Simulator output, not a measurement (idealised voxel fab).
The following process module bears the name voxel tone inversion.
Xsec cut, 290 nm wide, square cell size 5 nm.
We lay out every cross-section as a grid of square cells and spell it out in bands from the top down, where one band means one or more rows of cells. It is stipulated that each band's entry specify, in nanometres, the height of the top of the band and then that of its bottom, followed by the materials of the band in left-to-right sequence, each together with its width in nanometres. A single material marked by the word "all across" is understood to fill the band from edge to edge; the word "air" is understood to denote empty space. Heights are measured from 0, the level below which the as-received wafer is all one material; the lowest band has no bottom and continues downward, written as in "0 down". Per-row width for "30->40": begins at first number (top row of band), ends at second number (bottom row), increment between rows held constant. Take "identical to before" at face value: in the step it is given for, the cross-section changed in none of its cells. Entry "Unvented internal voids". Content: empty spaces with no open connection to the top, size 8 cells or greater. Each: width x height at distance. Distance: from left edge. Unit: nm. The remark found on a step's line after its settings is issued by the simulator itself and pertains to that step. Each step line may optionally specify "overlay nm", which for a step with a mask gives the rightward distance between the mask's planned place and where it lay, a negative value indicating the leftward direction.
### The steps planned for the process are as follows
1. RECEIVE: material Si
2. CONFORMAL_DEP: material SiCN, thk nm 5
3. DIRECTIONAL_DEP: material polySi, thk nm 15
4. PATTERN: tone cover, mask id POSTS, material resist, width nm 20, pitch nm 45, thk nm 25, overlay nm -15
5. DIRECTIONAL_ETCH: etch materials polySi, depth nm 15
6. STRIP: etch materials resist
7. FILL_DEP: material SiO2, thk nm 10
8. CMP: height nm 20
9. STRIP: etch materials polySi
Every wafer here starts from the same state; it is the step 4 overlay nm that distinguishes them, and the value the plan gives belongs to the first wafer.
### Cut through the first of several wafers as received, post step 1
- 0 down  Si all across
- Unvented internal voids: none
### The first of several wafers, seen in cross-section after the module's last step, step 9
- 20 to 5  SiO2 95; air 20; SiO2 25; air 20; SiO2 130
- 5 to 0  SiCN all across
- 0 down  Si all across
- Unvented internal voids: none
### At the end of the module, the last of several wafers in cross-section
- 20 to 5  SiO2 125; air 20; SiO2 25; air 20; SiO2 100
- 5 to 0  SiCN all across
- 0 down  Si all across
- Unvented internal voids: none
### Here is how to read the rows: every wafer has a row, and it shows the wafer at the end of the module, giving for each material how many cells were gained (+) or lost (-) since the wafer was received, then listing its closed voids
overlay nm -15, +58 SiCN, +150 SiO2, Unvented internal voids: none
overlay nm -10, +58 SiCN, +150 SiO2, Unvented internal voids: none
overlay nm -5, +58 SiCN, +150 SiO2, Unvented internal voids: none
overlay nm 0, +58 SiCN, +150 SiO2, Unvented internal voids: none
overlay nm 5, +58 SiCN, +150 SiO2, Unvented internal voids: none
overlay nm 10, +58 SiCN, +150 SiO2, Unvented internal voids: none
overlay nm 15, +58 SiCN, +150 SiO2, Unvented internal voids: none
